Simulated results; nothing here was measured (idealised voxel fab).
Herein follows the process module entitled voxel double patterning.
This is section cut - it's 215 nm across, gridded in 5 nm square cells.
Cross-section layout: square cells on a grid; listed as bands, top to bottom; a band spans one or more cell rows. Each band's line starts with the height of the band's top and of its bottom, in nm. Then come its materials from left to right, each with its width in nm. One material with "all across" fills the band from edge to edge. "air" is empty space. Basically, 0 is our baseline, since under it the wafer straight out of the box is all one material. The bottom band has no lower end and keeps on going down, so it looks like "top 0, no bottom". You'd read "30..40" like this: the band's top row of cells is as wide as the first number, its bottom row is as wide as the second, and going down, every row changes width by the same amount as the row before did. You'll sometimes find "remains unaltered" written for a step, and that's the way of saying that nowhere in the cross-section did a cell change during that step. What "Closed internal cavities" gives you is every empty space of 8 cells or more that is cut off from the top. Each appears as width x height at distance, with the distance taken from the left edge and width, height and distance all in nm. Note: text after step settings on the step line = simulator remark on that step. You can add "overlay nm" to a step's line. For a step with a mask, it describes how far the mask lay to the right of its planned position, and a negative number describes a lay to the left.

## Here's what the planned process steps look like
1. op RECEIVE | material Si
2. op CONFORMAL_DEP | material SiO2 | thk nm 10
3. op DIRECTIONAL_DEP | material polySi | thk nm 10
4. op DIRECTIONAL_DEP | material SiN | thk nm 5
5. op DIRECTIONAL_DEP | material aC | thk nm 15
6. op PATTERN | tone open | mask id FIRST | material resist | width nm 15 | pitch nm 50 | thk nm 30 | overlay nm 0
7. op DIRECTIONAL_ETCH | etch materials aC | depth nm 15
8. op STRIP | etch materials resist
9. op DIRECTIONAL_ETCH | etch materials SiN | depth nm 5
10. op STRIP | etch materials aC
11. op MASKED_ETCH | tone open | mask id SECOND | width nm 15 | etch materials SiN | depth nm 5 | overlay nm 0
12. op DIRECTIONAL_ETCH | etch materials polySi | depth nm 10
13. op STRIP | etch materials SiN

## The cross-section here shows the wafer as received, i.e. in its state after step 1
    top 0, no bottom  Si all across
    Closed internal cavities: none

## End state of the module in cross-section, given the above starting point and plan and one mistake in execution
    top 10, bottom 0  polySi=75, then air=15, then polySi=10, then air=15, then polySi=10, then air=15, then polySi=75
    top 0, no bottom  Si all across
    Closed internal cavities: none
Want to know what went wrong? step 2 of the plan was bypassed and not carried out
